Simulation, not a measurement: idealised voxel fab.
process module | voxel transistor to metal
cross-section cut | 295 nm wide | cells 5 nm
A cross-section is a grid of square cells, given in bands from the top down. A band is one or more rows of cells.
Each band's line starts with the height of the band's top and of its bottom, in nm. Then come its materials from left to right, each with its width in nm. One material with "throughout" fills the band from edge to edge. "air" is empty space.
Height 0 is the level under which the wafer as received is all one material. The lowest band goes on downwards, as in "0 down".
A width such as "30 to 40" changes by the same amount from each row of cells to the next, from the band's top row to its bottom row.
"no change" after a step means that no cell of the cross-section changed.
closed voids: empty space of 8 cells or more with no open way to the top, each as width x height at its distance from the left edge, in nm
after a step's settings: what the simulator itself notes on the step
overlay nm, on a step with a mask: how far to the right of its planned place the mask lay; to the left if negative
plan
1 op RECEIVE | material Si
2 op CONFORMAL_DEP | material SiO2 | thk nm 5
3 op CONFORMAL_DEP | material SiN | thk nm 10
4 op PATTERN | tone cover | mask id ACTIVE | material resist | width nm 115 | pitch nm 145 | thk nm 15 | overlay nm 0
5 op DIRECTIONAL_ETCH | etch materials SiN | depth nm 10
6 op DIRECTIONAL_ETCH | etch materials SiO2 | depth nm 5
7 op DIRECTIONAL_ETCH | etch materials Si | depth nm 20
8 op STRIP | etch materials resist
9 op OXIDIZE | depth nm 5
10 op FILL_DEP | material SiO2 | thk nm 5
11 op CMP | height nm 15
12 op SELECTIVE_ETCH | etch materials SiO2 | depth nm 10
13 op STRIP | etch materials SiN
14 op SELECTIVE_ETCH | etch materials SiO2 | depth nm 5
15 op OXIDIZE | depth nm 5
16 op DIRECTIONAL_DEP | material polySi | thk nm 30
17 op DIRECTIONAL_DEP | material SiCN | thk nm 10
18 op DIRECTIONAL_DEP | material aC | thk nm 10
19 op PATTERN | tone cover | mask id GATE | material resist | width nm 35 | pitch nm 145 | thk nm 25 | overlay nm -15
20 op DIRECTIONAL_ETCH | etch materials aC | depth nm 10
21 op STRIP | etch materials resist
22 op DIRECTIONAL_ETCH | etch materials SiCN | depth nm 20
23 op DIRECTIONAL_ETCH | etch materials polySi | depth nm 40
24 op STRIP | etch materials aC
25 op CONFORMAL_DEP | material SiN | thk nm 10
26 op DIRECTIONAL_ETCH | etch materials SiN | depth nm 10
27 op DIRECTIONAL_ETCH | etch materials SiO2 | depth nm 5
28 op EPI | material pSi | thk nm 5
29 op FILL_DEP | material SiO2 | thk nm 10
30 op CMP | height nm 30
31 op STRIP | etch materials polySi
32 op SELECTIVE_ETCH | etch materials SiO2 | depth nm 5
33 op CONFORMAL_DEP | material HfO2 | thk nm 5
34 op CONFORMAL_DEP | material TiN | thk nm 5
35 op FILL_DEP | material W | thk nm 10
36 op CMP | height nm 25
37 op DIRECTIONAL_DEP | material SiO2 | thk nm 10
38 op MASKED_ETCH | tone open | mask id CONTACT | width nm 15 | etch materials SiO2 | depth nm 35 | overlay nm 0
39 op CONFORMAL_DEP | material TiN | thk nm 5
40 op FILL_DEP | material Ru | thk nm 5
41 op CMP | height nm 35
42 op DIRECTIONAL_DEP | material TiN | thk nm 5
43 op DIRECTIONAL_DEP | material Ru | thk nm 15
44 op DIRECTIONAL_DEP | material aC | thk nm 15
45 op PATTERN | tone cover | mask id METAL_1 | material resist | width nm 15 | thk nm 30 | overlay nm 0
46 op DIRECTIONAL_ETCH | etch materials aC | depth nm 15
47 op STRIP | etch materials resist
48 op DIRECTIONAL_ETCH | etch materials Ru | depth nm 15
49 op DIRECTIONAL_ETCH | etch materials TiN | depth nm 5
50 op STRIP | etch materials aC
51 op CONFORMAL_DEP | material SiN | thk nm 5
52 op FILL_DEP | material lowk | thk nm 5
53 op CMP | height nm 55
54 op CONFORMAL_DEP | material SiN | thk nm 5
varied across the wafers: overlay nm of step 19. The plan shows the first wafer's value. All wafers start alike
first wafer as received, after step 1
  0 down: Si throughout
  closed voids: none
each wafer at the end: cells of each material gained (+) or lost (-) since it was received, then its closed voids
overlay nm -15 | +38 HfO2 | +50 Ru | -127 Si | +170 SiN | +324 SiO2 | +88 TiN | +24 W | +117 lowk | +24 pSi | closed voids: none
overlay nm -10 | +38 HfO2 | +50 Ru | -127 Si | +170 SiN | +314 SiO2 | +98 TiN | +24 W | +117 lowk | +24 pSi | closed voids: none
overlay nm -5 | +38 HfO2 | +60 Ru | -127 Si | +170 SiN | +304 SiO2 | +98 TiN | +24 W | +117 lowk | +24 pSi | closed voids: none
overlay nm 0 | +38 HfO2 | +60 Ru | -127 Si | +170 SiN | +304 SiO2 | +98 TiN | +24 W | +117 lowk | +24 pSi | closed voids: none
overlay nm 5 | +38 HfO2 | +60 Ru | -127 Si | +170 SiN | +304 SiO2 | +98 TiN | +24 W | +117 lowk | +24 pSi | closed voids: none
overlay nm 10 | +38 HfO2 | +50 Ru | -127 Si | +170 SiN | +314 SiO2 | +98 TiN | +24 W | +117 lowk | +24 pSi | closed voids: none
overlay nm 15 | +38 HfO2 | +50 Ru | -127 Si | +170 SiN | +324 SiO2 | +88 TiN | +24 W | +117 lowk | +24 pSi | closed voids: none
